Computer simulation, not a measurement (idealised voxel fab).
Documented hereafter: the process module known as voxel double patterning.
Square cell edge 5 nm, section width 265 nm, ID cut.
When this document writes out a cross-section, it uses a grid of square cells and lists it as bands, beginning at the top and moving down, with a band standing for one or more rows of cells.
Band entry format. Leading values: height of top, height of bottom, nm. Remainder: materials in left-to-right order, each with its width in nm. Special words: "all across" on a single material, which then fills the band edge to edge; "blank", empty space.
Height reference: 0 = level under which incoming wafer is all one material. Lowest band: no bottom, runs on downward, e.g. "from 0 down".
When a width is written as two numbers, as in "30 to 40", the first number is the width in the top row of cells of the band and the second is the width in its bottom row, and the width changes by the same amount from each row to the next.
For the purposes of this document, the phrase "left unchanged" attached to a step denotes that no cell within the cross-section was modified by that step.
What "Fully sealed voids" gives you is every empty space of 8 cells or more that is cut off from the top. Each appears as width x height at distance, with the distance taken from the left edge and width, height and distance all in nm.
Read whatever lies past the settings on a step's line as the simulator's own remark about the step.
Steps that use a mask can have "overlay nm" on their line. It says how far the mask sat to the right of where it was meant to be. Negative means to the left.

-- Steps in the process plan
1 RECEIVE | material Si
2 CONFORMAL_DEP | material SiO2 | thk nm 5
3 DIRECTIONAL_DEP | material polySi | thk nm 20
4 DIRECTIONAL_DEP | material SiN | thk nm 5
5 PATTERN | tone open | mask id FIRST | material resist | width nm 15 | pitch nm 50 | thk nm 15 | overlay nm 0
6 DIRECTIONAL_ETCH | etch materials SiN | depth nm 5
7 STRIP | etch materials resist
8 DIRECTIONAL_DEP | material aC | thk nm 10
9 PATTERN | tone open | mask id SECOND | material resist | width nm 15 | pitch nm 50 | thk nm 30 | overlay nm 0
10 DIRECTIONAL_ETCH | etch materials aC | depth nm 10
11 STRIP | etch materials resist
12 DIRECTIONAL_ETCH | etch materials SiN | depth nm 5
13 STRIP | etch materials aC
14 DIRECTIONAL_ETCH | etch materials polySi | depth nm 20
15 STRIP | etch materials SiN

-- Cross-section of the wafer at receipt, which is the condition after step 1
from 0 down: Si all across
Fully sealed voids: none

-- First of two wafers: cross-section at end of module, run per plan
from 25 to 5: polySi: 75 / blank: 15 / polySi: 10 / blank: 15 / polySi: 10 / blank: 15 / polySi: 10 / blank: 15 / polySi: 10 / blank: 15 / polySi: 75
from 5 to 0: SiO2 all across
from 0 down: Si all across
Fully sealed voids: none

-- Cross-sectional image of the second wafer of the two following completion of the module. Starting state and process plan were the same as for the first wafer; one execution error occurred
from 25 to 0: SiO2 all across
from 0 down: Si all across
Fully sealed voids: none
What was done differently from what was planned? it should be noted that step 3 was executed with settings other than those planned, the operation and settings actually applied being DIRECTIONAL_DEP | material SiO2 | thk nm 20
Count the cells at the end and the second wafer has more or fewer of some materials than the first: +212 SiO2, -152 polySi
